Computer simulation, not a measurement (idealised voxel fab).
process module | voxel transistor to metal
cross-section cut | 170 nm wide | cells 5 nm
A cross-section is a grid of square cells, given in bands from the top down. A band is one or more rows of cells.
Each band's line starts with the height of the band's top and of its bottom, in nm. Then come its materials from left to right, each with its width in nm. One material with "throughout" fills the band from edge to edge. "air" is empty space.
Height 0 is the level under which the wafer as received is all one material. The lowest band goes on downwards, as in "0 down".
A width such as "30 to 40" changes by the same amount from each row of cells to the next, from the band's top row to its bottom row.
"no change" after a step means that no cell of the cross-section changed.
closed voids: empty space of 8 cells or more with no open way to the top, each as width x height at its distance from the left edge, in nm
after a step's settings: what the simulator itself notes on the step
overlay nm, on a step with a mask: how far to the right of its planned place the mask lay; to the left if negative
plan
1 op RECEIVE | material Si
2 op OXIDIZE | depth nm 5
3 op CONFORMAL_DEP | material SiN | thk nm 10
4 op DIRECTIONAL_DEP | material aC | thk nm 10
5 op PATTERN | tone cover | mask id ACTIVE | material resist | width nm 105 | thk nm 25 | overlay nm 0
6 op DIRECTIONAL_ETCH | etch materials aC | depth nm 10
7 op STRIP | etch materials resist
8 op DIRECTIONAL_ETCH | etch materials SiN | depth nm 10
9 op DIRECTIONAL_ETCH | etch materials SiO2 | depth nm 5
10 op DIRECTIONAL_ETCH | etch materials Si | depth nm 30
11 op STRIP | etch materials aC
12 op FILL_DEP | material SiO2 | thk nm 10
13 op CMP | height nm 10
14 op SELECTIVE_ETCH | etch materials SiO2 | depth nm 10
15 op STRIP | etch materials SiN
16 op SELECTIVE_ETCH | etch materials SiO2 | depth nm 5
17 op OXIDIZE | depth nm 5
18 op DIRECTIONAL_DEP | material polySi | thk nm 30
19 op DIRECTIONAL_DEP | material SiCN | thk nm 15
20 op DIRECTIONAL_DEP | material aC | thk nm 10
21 op PATTERN | tone cover | mask id GATE | material resist | width nm 25 | thk nm 25 | overlay nm 0
22 op DIRECTIONAL_ETCH | etch materials aC | depth nm 10
23 op STRIP | etch materials resist
24 op DIRECTIONAL_ETCH | etch materials SiCN | depth nm 25
25 op DIRECTIONAL_ETCH | etch materials polySi | depth nm 40
26 op STRIP | etch materials aC
27 op CONFORMAL_DEP | material SiN | thk nm 10
28 op DIRECTIONAL_ETCH | etch materials SiN | depth nm 10
29 op DIRECTIONAL_ETCH | etch materials SiO2 | depth nm 5
30 op DIRECTIONAL_ETCH | etch materials Si | depth nm 5
31 op EPI | material nSi | thk nm 5
32 op FILL_DEP | material SiO2 | thk nm 5
33 op CMP | height nm 25
34 op STRIP | etch materials polySi
35 op SELECTIVE_ETCH | etch materials SiO2 | depth nm 5
36 op CONFORMAL_DEP | material HfO2 | thk nm 5
37 op CONFORMAL_DEP | material TiN | thk nm 5
38 op FILL_DEP | material W | thk nm 5
39 op CMP | height nm 20
40 op DIRECTIONAL_DEP | material SiO2 | thk nm 10
41 op MASKED_ETCH | tone open | mask id CONTACT | width nm 20 | pitch nm 75 | etch materials SiO2 | depth nm 40 | overlay nm 0
42 op CONFORMAL_DEP | material TiN | thk nm 5
43 op FILL_DEP | material Ru | thk nm 10
44 op CMP | height nm 30
45 op CONFORMAL_DEP | material SiCN | thk nm 5
46 op DIRECTIONAL_DEP | material SiO2 | thk nm 25
47 op DIRECTIONAL_DEP | material aC | thk nm 10
48 op PATTERN | tone open | mask id METAL_1 | material resist | width nm 20 | pitch nm 75 | thk nm 30 | overlay nm 0
49 op DIRECTIONAL_ETCH | etch materials aC | depth nm 10
50 op STRIP | etch materials resist
51 op DIRECTIONAL_ETCH | etch materials SiO2 | depth nm 25
52 op DIRECTIONAL_ETCH | etch materials SiCN | depth nm 5
53 op STRIP | etch materials aC
54 op CONFORMAL_DEP | material TiN | thk nm 5
55 op FILL_DEP | material Cu | thk nm 5
56 op CMP | height nm 60
57 op CONFORMAL_DEP | material SiN | thk nm 5
as received, after step 1
  0 down: Si throughout
  closed voids: none
first wafer at the end, as planned
  65 to 60: SiN throughout
  60 to 35: SiO2 35 | TiN 5 | Cu 10 | TiN 5 | SiO2 55 | TiN 5 | Cu 10 | TiN 5 | SiO2 40
  35 to 30: SiCN 35 | TiN 20 | SiCN 55 | TiN 20 | SiCN 40
  30 to 20: SiO2 35 | TiN 5 | Ru 10 | TiN 5 | SiO2 55 | TiN 5 | Ru 10 | TiN 5 | SiO2 40
  20 to 0: SiO2 35 | TiN 5 | Ru 10 | TiN 5 | SiO2 5 | SiN 10 | HfO2 5 | TiN 5 | W 5 | TiN 5 | HfO2 5 | SiN 10 | SiO2 5 | TiN 5 | Ru 10 | TiN 5 | SiO2 40
  0 to -5: SiO2 35 | TiN 5 | Ru 10 | TiN 5 | SiO2 5 | SiN 10 | HfO2 5 | TiN 15 | HfO2 5 | SiN 10 | SiO2 5 | TiN 5 | Ru 10 | TiN 5 | SiO2 40
  -5 to -10: SiO2 35 | TiN 20 | nSi 5 | SiO2 5 | HfO2 35 | SiO2 5 | nSi 5 | TiN 20 | SiO2 40
  -10 to -15: SiO2 30 | nSi 30 | Si 45 | nSi 30 | SiO2 35
  -15 to -35: SiO2 30 | Si 105 | SiO2 35
  -35 down: Si throughout
  closed voids: none
second wafer at the end: like start, like plan, one mistake
  65 to 60: SiN throughout
  60 to 55: SiCN 35 | TiN 20 | SiCN 55 | TiN 20 | SiCN 40
  55 to 30: SiO2 throughout
  30 to 20: SiO2 35 | TiN 5 | Ru 10 | TiN 5 | SiO2 55 | TiN 5 | Ru 10 | TiN 5 | SiO2 40
  20 to 0: SiO2 35 | TiN 5 | Ru 10 | TiN 5 | SiO2 5 | SiN 10 | HfO2 5 | TiN 5 | W 5 | TiN 5 | HfO2 5 | SiN 10 | SiO2 5 | TiN 5 | Ru 10 | TiN 5 | SiO2 40
  0 to -5: SiO2 35 | TiN 5 | Ru 10 | TiN 5 | SiO2 5 | SiN 10 | HfO2 5 | TiN 15 | HfO2 5 | SiN 10 | SiO2 5 | TiN 5 | Ru 10 | TiN 5 | SiO2 40
  -5 to -10: SiO2 35 | TiN 20 | nSi 5 | SiO2 5 | HfO2 35 | SiO2 5 | nSi 5 | TiN 20 | SiO2 40
  -10 to -15: SiO2 30 | nSi 30 | Si 45 | nSi 30 | SiO2 35
  -15 to -35: SiO2 30 | Si 105 | SiO2 35
  -35 down: Si throughout
  closed voids: none
what went wrong: steps 45 and 46 were swapped
at the end the second wafer has, in cells: 20 fewer of Cu | 40 more of SiO2 | 20 fewer of TiN
